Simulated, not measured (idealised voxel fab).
The name of this process module is voxel double patterning.
215 nm wide, 5 nm square cells: that's cross-section cut.
This document writes a cross-section as a grid whose cells are square, and gives it as bands, listed from the top down; one or more rows of cells form a band. Quick guide to a band line: top height, bottom height (nm) up front; then every material left to right with its width in nm. Only one material and it's marked "all across"? Then it fills the band edge to edge. And "air" just means empty space. Note: height 0 marks the level under which the wafer is uniformly one material as received. Lowest band unbounded below, written "z 0 and below". With a width like "30 to 40", each row of cells in the band differs from the next by the same amount, the top row carrying the first number and the bottom row the second. Where a step carries "same as before", the cross-section came out of it unchanged, cell for cell. The entry titled "Voids, fully enclosed" provides the empty spaces that have no open way to the top, restricted to those of 8 cells or more. Each is presented as width x height at distance, the distance being measured from the left edge, with all three in nm. after a step's settings: what the simulator itself notes on the step. "overlay nm" denotes, for a step that has a mask, the displacement of the mask to the right of its planned place, with negative values corresponding to the left.
-- Listed below are the process steps as planned
1 RECEIVE | material Si
2 CONFORMAL_DEP | material SiO2 | thk nm 10
3 DIRECTIONAL_DEP | material polySi | thk nm 10
4 DIRECTIONAL_DEP | material SiN | thk nm 5
5 DIRECTIONAL_DEP | material aC | thk nm 15
6 PATTERN | tone open | mask id FIRST | material resist | width nm 15 | pitch nm 50 | thk nm 30 | overlay nm 0
7 DIRECTIONAL_ETCH | etch materials aC | depth nm 15
8 STRIP | etch materials resist
9 DIRECTIONAL_ETCH | etch materials SiN | depth nm 5
10 STRIP | etch materials aC
11 MASKED_ETCH | tone open | mask id SECOND | width nm 15 | etch materials SiN | depth nm 5 | overlay nm 0
12 DIRECTIONAL_ETCH | etch materials polySi | depth nm 10
13 STRIP | etch materials SiN
The wafers in this document start out alike and differ in the width nm applied at step 6; the plan shows the value used for the first wafer.
-- First of several wafers (as received, post step 1), cross-sectional view
* z 0 and below  Si all across
* Voids, fully enclosed: none
-- What follows is a table in which each wafer occupies a row; for the wafer as it stands at the close of the module, the row states, material by material, how many cells have been gained (+) or lost (-) since receipt, and then gives its closed voids
width nm 15 | +86 SiO2 | +68 polySi | Voids, fully enclosed: none
width nm 20 | +86 SiO2 | +64 polySi | Voids, fully enclosed: none
width nm 25 | +86 SiO2 | +60 polySi | Voids, fully enclosed: none
width nm 30 | +86 SiO2 | +56 polySi | Voids, fully enclosed: none
